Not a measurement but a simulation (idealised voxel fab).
Process module, titled voxel self aligned vias
285 nm wide, 5 nm square cells: that's cross-section cut.
Think of the cross-section as a grid of square cells. We describe it in bands, top to bottom, and each band covers one or more rows of those cells.
What a band's entry tells you: where the top is and where the bottom is, as heights in nm, and after that what lies inside, material by material from left to right, each with its width in nm. Empty space is written as the word "empty", and a single material marked with the word "all across" occupies the band from edge to edge.
It should be noted that heights are counted from 0, beneath which the wafer as supplied is of one material throughout, and that the lowest band possesses no lower boundary but continues downward, as written in "0 -> down".
Top row gets the first number, bottom row gets the second, and each row in between changes by the same step: that is how a band width like "30->40" works.
Where the words "no change" appear for a step, the cross-section shows no cell changed by that step; every cell remained as before.
The entry titled "Enclosed void catalog" provides the empty spaces that have no open way to the top, restricted to those of 8 cells or more. Each is presented as width x height at distance, the distance being measured from the left edge, with all three in nm.
Read whatever lies past the settings on a step's line as the simulator's own remark about the step.
overlay nm: right-of-plan distance of the mask on a masked step; negative values mean left-of-plan.
Plan
| 1 | op RECEIVE | material Si |
| 2 | op CONFORMAL_DEP | material SiO2 | thk nm 15 |
| 3 | op CONFORMAL_DEP | material SiCN | thk nm 5 |
| 4 | op DIRECTIONAL_DEP | material SiO2 | thk nm 25 |
| 5 | op DIRECTIONAL_DEP | material aC | thk nm 10 |
| 6 | op PATTERN | tone open | mask id LINES | material resist | width nm 25 | pitch nm 65 | thk nm 25 | overlay nm 0 |
| 7 | op DIRECTIONAL_ETCH | etch materials aC | depth nm 10 |
| 8 | op STRIP | etch materials resist |
| 9 | op DIRECTIONAL_ETCH | etch materials SiO2 | depth nm 25 |
| 10 | op STRIP | etch materials aC |
| 11 | op CONFORMAL_DEP | material TiN | thk nm 5 |
| 12 | op FILL_DEP | material Ru | thk nm 5 |
| 13 | op CMP | height nm 45 |
| 14 | op SELECTIVE_ETCH | etch materials W Ru TiN | depth nm 10 |
| 15 | op FILL_DEP | material SiN | thk nm 10 |
| 16 | op CMP | height nm 45 |
| 17 | op DIRECTIONAL_DEP | material SiO2 | thk nm 20 |
| 18 | op PATTERN | tone open | mask id VIAS | material resist | width nm 45 | pitch nm 130 | thk nm 15 | overlay nm 0 |
| 19 | op DIRECTIONAL_ETCH | etch materials SiO2 | depth nm 20 |
| 20 | op DIRECTIONAL_ETCH | etch materials SiN | depth nm 10 |
| 21 | op STRIP | etch materials resist |
| 22 | op CONFORMAL_DEP | material TiN | thk nm 5 |
| 23 | op FILL_DEP | material Cu | thk nm 10 |
| 24 | op CMP | height nm 65 |
| 25 | op CONFORMAL_DEP | material SiCN | thk nm 5 |
First wafer, two in total, run as planned
As-received state of the wafer in cross-section, equivalent to post-step 1
> 0 -> down | Si all across
> Enclosed void catalog: none
Cross-section through the wafer, step 2 finished
> 15 -> 0 | SiO2 all across
> Whatever lies below 0 is exactly as it was before.
Cross-section through the wafer, step 3 finished
> 20 -> 15 | SiCN all across
> Whatever lies below 15 is exactly as it was before.
Cross-section through the wafer, step 4 finished
> 45 -> 20 | SiO2 all across
> Whatever lies below 20 is exactly as it was before.
Cross-section through the wafer, step 5 finished
> 55 -> 45 | aC all across
> Whatever lies below 45 is exactly as it was before.
Cross-section through the wafer, step 6 finished
> 80 -> 55 | resist 65 nm; empty 25 nm; resist 40 nm; empty 25 nm; resist 40 nm; empty 25 nm; resist 65 nm
> Whatever lies below 55 is exactly as it was before.
Cross-section through the wafer, step 7 finished
> 70 -> 55 | resist 65 nm; empty 25 nm; resist 40 nm; empty 25 nm; resist 40 nm; empty 25 nm; resist 65 nm
> 55 -> 45 | aC 65 nm; empty 25 nm; aC 40 nm; empty 25 nm; aC 40 nm; empty 25 nm; aC 65 nm
> Whatever lies below 45 is exactly as it was before.
Cross-section through the wafer, step 8 finished
> 55 -> 45 | aC 65 nm; empty 25 nm; aC 40 nm; empty 25 nm; aC 40 nm; empty 25 nm; aC 65 nm
> Whatever lies below 45 is exactly as it was before.
Cross-section through the wafer, step 9 finished
> 55 -> 45 | aC 65 nm; empty 25 nm; aC 40 nm; empty 25 nm; aC 40 nm; empty 25 nm; aC 65 nm
> 45 -> 20 | SiO2 65 nm; empty 25 nm; SiO2 40 nm; empty 25 nm; SiO2 40 nm; empty 25 nm; SiO2 65 nm
> Whatever lies below 20 is exactly as it was before.
Cross-section through the wafer, step 10 finished
> 45 -> 20 | SiO2 65 nm; empty 25 nm; SiO2 40 nm; empty 25 nm; SiO2 40 nm; empty 25 nm; SiO2 65 nm
> Whatever lies below 20 is exactly as it was before.
Cross-section through the wafer, step 11 finished
> 50 -> 45 | TiN 70 nm; empty 15 nm; TiN 50 nm; empty 15 nm; TiN 50 nm; empty 15 nm; TiN 70 nm
> 45 -> 25 | SiO2 65 nm; TiN 5 nm; empty 15 nm; TiN 5 nm; SiO2 40 nm; TiN 5 nm; empty 15 nm; TiN 5 nm; SiO2 40 nm; TiN 5 nm; empty 15 nm; TiN 5 nm; SiO2 65 nm
> 25 -> 20 | SiO2 65 nm; TiN 25 nm; SiO2 40 nm; TiN 25 nm; SiO2 40 nm; TiN 25 nm; SiO2 65 nm
> Whatever lies below 20 is exactly as it was before.
Cross-section through the wafer, step 12 finished
> 55 -> 50 | Ru all across
> 50 -> 45 | TiN 70 nm; Ru 15 nm; TiN 50 nm; Ru 15 nm; TiN 50 nm; Ru 15 nm; TiN 70 nm
> 45 -> 25 | SiO2 65 nm; TiN 5 nm; Ru 15 nm; TiN 5 nm; SiO2 40 nm; TiN 5 nm; Ru 15 nm; TiN 5 nm; SiO2 40 nm; TiN 5 nm; Ru 15 nm; TiN 5 nm; SiO2 65 nm
> Whatever lies below 25 is exactly as it was before.
Cross-section through the wafer, step 13 finished
> 45 -> 25 | SiO2 65 nm; TiN 5 nm; Ru 15 nm; TiN 5 nm; SiO2 40 nm; TiN 5 nm; Ru 15 nm; TiN 5 nm; SiO2 40 nm; TiN 5 nm; Ru 15 nm; TiN 5 nm; SiO2 65 nm
> Whatever lies below 25 is exactly as it was before.
Cross-section through the wafer, step 14 finished
> 45 -> 35 | SiO2 65 nm; empty 25 nm; SiO2 40 nm; empty 25 nm; SiO2 40 nm; empty 25 nm; SiO2 65 nm
> Whatever lies below 35 is exactly as it was before.
Cross-section through the wafer, step 15 finished
> 55 -> 45 | SiN all across
> 45 -> 35 | SiO2 65 nm; SiN 25 nm; SiO2 40 nm; SiN 25 nm; SiO2 40 nm; SiN 25 nm; SiO2 65 nm
> Whatever lies below 35 is exactly as it was before.
Cross-section through the wafer, step 16 finished
> 45 -> 35 | SiO2 65 nm; SiN 25 nm; SiO2 40 nm; SiN 25 nm; SiO2 40 nm; SiN 25 nm; SiO2 65 nm
> Whatever lies below 35 is exactly as it was before.
Cross-section through the wafer, step 17 finished
> 65 -> 45 | SiO2 all across
> Whatever lies below 45 is exactly as it was before.
Cross-section through the wafer, step 18 finished
> 80 -> 65 | resist 55 nm; empty 45 nm; resist 85 nm; empty 45 nm; resist 55 nm
> Whatever lies below 65 is exactly as it was before.
Cross-section through the wafer, step 19 finished
> 80 -> 65 | resist 55 nm; empty 45 nm; resist 85 nm; empty 45 nm; resist 55 nm
> 65 -> 45 | SiO2 55 nm; empty 45 nm; SiO2 85 nm; empty 45 nm; SiO2 55 nm
> Whatever lies below 45 is exactly as it was before.
Cross-section through the wafer, step 20 finished
> 80 -> 65 | resist 55 nm; empty 45 nm; resist 85 nm; empty 45 nm; resist 55 nm
> 65 -> 45 | SiO2 55 nm; empty 45 nm; SiO2 85 nm; empty 45 nm; SiO2 55 nm
> 45 -> 35 | SiO2 65 nm; empty 25 nm; SiO2 40 nm; SiN 25 nm; SiO2 40 nm; empty 25 nm; SiO2 65 nm
> Whatever lies below 35 is exactly as it was before.
Cross-section through the wafer, step 21 finished
> 65 -> 45 | SiO2 55 nm; empty 45 nm; SiO2 85 nm; empty 45 nm; SiO2 55 nm
> Whatever lies below 45 is exactly as it was before.
Cross-section through the wafer, step 22 finished
> 70 -> 65 | TiN 60 nm; empty 35 nm; TiN 95 nm; empty 35 nm; TiN 60 nm
> 65 -> 50 | SiO2 55 nm; TiN 5 nm; empty 35 nm; TiN 5 nm; SiO2 85 nm; TiN 5 nm; empty 35 nm; TiN 5 nm; SiO2 55 nm
> 50 -> 45 | SiO2 55 nm; TiN 15 nm; empty 15 nm; TiN 15 nm; SiO2 85 nm; TiN 15 nm; empty 15 nm; TiN 15 nm; SiO2 55 nm
> 45 -> 40 | SiO2 65 nm; TiN 5 nm; empty 15 nm; TiN 5 nm; SiO2 40 nm; SiN 25 nm; SiO2 40 nm; TiN 5 nm; empty 15 nm; TiN 5 nm; SiO2 65 nm
> 40 -> 35 | SiO2 65 nm; TiN 25 nm; SiO2 40 nm; SiN 25 nm; SiO2 40 nm; TiN 25 nm; SiO2 65 nm
> Whatever lies below 35 is exactly as it was before.
Cross-section through the wafer, step 23 finished
> 80 -> 70 | Cu all across
> 70 -> 65 | TiN 60 nm; Cu 35 nm; TiN 95 nm; Cu 35 nm; TiN 60 nm
> 65 -> 50 | SiO2 55 nm; TiN 5 nm; Cu 35 nm; TiN 5 nm; SiO2 85 nm; TiN 5 nm; Cu 35 nm; TiN 5 nm; SiO2 55 nm
> 50 -> 45 | SiO2 55 nm; TiN 15 nm; Cu 15 nm; TiN 15 nm; SiO2 85 nm; TiN 15 nm; Cu 15 nm; TiN 15 nm; SiO2 55 nm
> 45 -> 40 | SiO2 65 nm; TiN 5 nm; Cu 15 nm; TiN 5 nm; SiO2 40 nm; SiN 25 nm; SiO2 40 nm; TiN 5 nm; Cu 15 nm; TiN 5 nm; SiO2 65 nm
> Whatever lies below 40 is exactly as it was before.
Cross-section through the wafer, step 24 finished
> 65 -> 50 | SiO2 55 nm; TiN 5 nm; Cu 35 nm; TiN 5 nm; SiO2 85 nm; TiN 5 nm; Cu 35 nm; TiN 5 nm; SiO2 55 nm
> Whatever lies below 50 is exactly as it was before.
Cross-section through the wafer, step 25 finished
> 70 -> 65 | SiCN all across
> Whatever lies below 65 is exactly as it was before.
Companion wafer, the second of two: same beginning, same intended sequence, one mistake in carrying it out; through step 1 inclusive it tracks the first exactly
Here is the second wafer in cross-section at the point where step 2 of the plan should have been done
> 30 -> 0 | SiO2 all across
> Whatever lies below 0 is exactly as it was before.
Here is the second wafer in cross-section at the point where step 3 of the plan should have been done
> 35 -> 30 | SiCN all across
> Whatever lies below 30 is exactly as it was before.
Here is the second wafer in cross-section at the point where step 4 of the plan should have been done
> 60 -> 35 | SiO2 all across
> Whatever lies below 35 is exactly as it was before.
Here is the second wafer in cross-section at the point where step 5 of the plan should have been done
> 70 -> 60 | aC all across
> Whatever lies below 60 is exactly as it was before.
Here is the second wafer in cross-section at the point where step 6 of the plan should have been done
> 95 -> 70 | resist 65 nm; empty 25 nm; resist 40 nm; empty 25 nm; resist 40 nm; empty 25 nm; resist 65 nm
> Whatever lies below 70 is exactly as it was before.
Here is the second wafer in cross-section at the point where step 7 of the plan should have been done
> 85 -> 70 | resist 65 nm; empty 25 nm; resist 40 nm; empty 25 nm; resist 40 nm; empty 25 nm; resist 65 nm
> 70 -> 60 | aC 65 nm; empty 25 nm; aC 40 nm; empty 25 nm; aC 40 nm; empty 25 nm; aC 65 nm
> Whatever lies below 60 is exactly as it was before.
Here is the second wafer in cross-section at the point where step 8 of the plan should have been done
> 70 -> 60 | aC 65 nm; empty 25 nm; aC 40 nm; empty 25 nm; aC 40 nm; empty 25 nm; aC 65 nm
> Whatever lies below 60 is exactly as it was before.
Here is the second wafer in cross-section at the point where step 9 of the plan should have been done
> 70 -> 60 | aC 65 nm; empty 25 nm; aC 40 nm; empty 25 nm; aC 40 nm; empty 25 nm; aC 65 nm
> 60 -> 35 | SiO2 65 nm; empty 25 nm; SiO2 40 nm; empty 25 nm; SiO2 40 nm; empty 25 nm; SiO2 65 nm
> Whatever lies below 35 is exactly as it was before.
Here is the second wafer in cross-section at the point where step 10 of the plan should have been done
> 60 -> 35 | SiO2 65 nm; empty 25 nm; SiO2 40 nm; empty 25 nm; SiO2 40 nm; empty 25 nm; SiO2 65 nm
> Whatever lies below 35 is exactly as it was before.
Here is the second wafer in cross-section at the point where step 11 of the plan should have been done
> 65 -> 60 | TiN 70 nm; empty 15 nm; TiN 50 nm; empty 15 nm; TiN 50 nm; empty 15 nm; TiN 70 nm
> 60 -> 40 | SiO2 65 nm; TiN 5 nm; empty 15 nm; TiN 5 nm; SiO2 40 nm; TiN 5 nm; empty 15 nm; TiN 5 nm; SiO2 40 nm; TiN 5 nm; empty 15 nm; TiN 5 nm; SiO2 65 nm
> 40 -> 35 | SiO2 65 nm; TiN 25 nm; SiO2 40 nm; TiN 25 nm; SiO2 40 nm; TiN 25 nm; SiO2 65 nm
> Whatever lies below 35 is exactly as it was before.
Here is the second wafer in cross-section at the point where step 12 of the plan should have been done
> 70 -> 65 | Ru all across
> 65 -> 60 | TiN 70 nm; Ru 15 nm; TiN 50 nm; Ru 15 nm; TiN 50 nm; Ru 15 nm; TiN 70 nm
> 60 -> 40 | SiO2 65 nm; TiN 5 nm; Ru 15 nm; TiN 5 nm; SiO2 40 nm; TiN 5 nm; Ru 15 nm; TiN 5 nm; SiO2 40 nm; TiN 5 nm; Ru 15 nm; TiN 5 nm; SiO2 65 nm
> Whatever lies below 40 is exactly as it was before.
Here is the second wafer in cross-section at the point where step 13 of the plan should have been done
> 45 -> 40 | SiO2 65 nm; TiN 5 nm; Ru 15 nm; TiN 5 nm; SiO2 40 nm; TiN 5 nm; Ru 15 nm; TiN 5 nm; SiO2 40 nm; TiN 5 nm; Ru 15 nm; TiN 5 nm; SiO2 65 nm
> Whatever lies below 40 is exactly as it was before.
Here is the second wafer in cross-section at the point where step 14 of the plan should have been done
> 45 -> 35 | SiO2 65 nm; empty 25 nm; SiO2 40 nm; empty 25 nm; SiO2 40 nm; empty 25 nm; SiO2 65 nm
> Whatever lies below 35 is exactly as it was before.
Here is the second wafer in cross-section at the point where step 15 of the plan should have been done
> 55 -> 45 | SiN all across
> 45 -> 35 | SiO2 65 nm; SiN 25 nm; SiO2 40 nm; SiN 25 nm; SiO2 40 nm; SiN 25 nm; SiO2 65 nm
> Whatever lies below 35 is exactly as it was before.
Here is the second wafer in cross-section at the point where step 16 of the plan should have been done
> 45 -> 35 | SiO2 65 nm; SiN 25 nm; SiO2 40 nm; SiN 25 nm; SiO2 40 nm; SiN 25 nm; SiO2 65 nm
> Whatever lies below 35 is exactly as it was before.
Here is the second wafer in cross-section at the point where step 17 of the plan should have been done
> 65 -> 45 | SiO2 all across
> Whatever lies below 45 is exactly as it was before.
Here is the second wafer in cross-section at the point where step 18 of the plan should have been done
> 80 -> 65 | resist 55 nm; empty 45 nm; resist 85 nm; empty 45 nm; resist 55 nm
> Whatever lies below 65 is exactly as it was before.
Here is the second wafer in cross-section at the point where step 19 of the plan should have been done
> 80 -> 65 | resist 55 nm; empty 45 nm; resist 85 nm; empty 45 nm; resist 55 nm
> 65 -> 45 | SiO2 55 nm; empty 45 nm; SiO2 85 nm; empty 45 nm; SiO2 55 nm
> Whatever lies below 45 is exactly as it was before.
Here is the second wafer in cross-section at the point where step 20 of the plan should have been done
> 80 -> 65 | resist 55 nm; empty 45 nm; resist 85 nm; empty 45 nm; resist 55 nm
> 65 -> 45 | SiO2 55 nm; empty 45 nm; SiO2 85 nm; empty 45 nm; SiO2 55 nm
> 45 -> 35 | SiO2 65 nm; empty 25 nm; SiO2 40 nm; SiN 25 nm; SiO2 40 nm; empty 25 nm; SiO2 65 nm
> Whatever lies below 35 is exactly as it was before.
Here is the second wafer in cross-section at the point where step 21 of the plan should have been done
> 65 -> 45 | SiO2 55 nm; empty 45 nm; SiO2 85 nm; empty 45 nm; SiO2 55 nm
> Whatever lies below 45 is exactly as it was before.
Here is the second wafer in cross-section at the point where step 22 of the plan should have been done
> 70 -> 65 | TiN 60 nm; empty 35 nm; TiN 95 nm; empty 35 nm; TiN 60 nm
> 65 -> 50 | SiO2 55 nm; TiN 5 nm; empty 35 nm; TiN 5 nm; SiO2 85 nm; TiN 5 nm; empty 35 nm; TiN 5 nm; SiO2 55 nm
> 50 -> 45 | SiO2 55 nm; TiN 15 nm; empty 15 nm; TiN 15 nm; SiO2 85 nm; TiN 15 nm; empty 15 nm; TiN 15 nm; SiO2 55 nm
> 45 -> 40 | SiO2 65 nm; TiN 5 nm; empty 15 nm; TiN 5 nm; SiO2 40 nm; SiN 25 nm; SiO2 40 nm; TiN 5 nm; empty 15 nm; TiN 5 nm; SiO2 65 nm
> 40 -> 35 | SiO2 65 nm; TiN 25 nm; SiO2 40 nm; SiN 25 nm; SiO2 40 nm; TiN 25 nm; SiO2 65 nm
> Whatever lies below 35 is exactly as it was before.
Here is the second wafer in cross-section at the point where step 23 of the plan should have been done
> 80 -> 70 | Cu all across
> 70 -> 65 | TiN 60 nm; Cu 35 nm; TiN 95 nm; Cu 35 nm; TiN 60 nm
> 65 -> 50 | SiO2 55 nm; TiN 5 nm; Cu 35 nm; TiN 5 nm; SiO2 85 nm; TiN 5 nm; Cu 35 nm; TiN 5 nm; SiO2 55 nm
> 50 -> 45 | SiO2 55 nm; TiN 15 nm; Cu 15 nm; TiN 15 nm; SiO2 85 nm; TiN 15 nm; Cu 15 nm; TiN 15 nm; SiO2 55 nm
> 45 -> 40 | SiO2 65 nm; TiN 5 nm; Cu 15 nm; TiN 5 nm; SiO2 40 nm; SiN 25 nm; SiO2 40 nm; TiN 5 nm; Cu 15 nm; TiN 5 nm; SiO2 65 nm
> Whatever lies below 40 is exactly as it was before.
Here is the second wafer in cross-section at the point where step 24 of the plan should have been done
> 65 -> 50 | SiO2 55 nm; TiN 5 nm; Cu 35 nm; TiN 5 nm; SiO2 85 nm; TiN 5 nm; Cu 35 nm; TiN 5 nm; SiO2 55 nm
> Whatever lies below 50 is exactly as it was before.
Here is the second wafer in cross-section at the point where step 25 of the plan should have been done
> 70 -> 65 | SiCN all across
> Whatever lies below 65 is exactly as it was before.
Where did the run depart from the plan? plan step 2 was conducted twice
Per the end-of-run cell counts, the second wafer holds more or fewer of some materials than the first: -18 Ru; +45 SiO2; -27 TiN
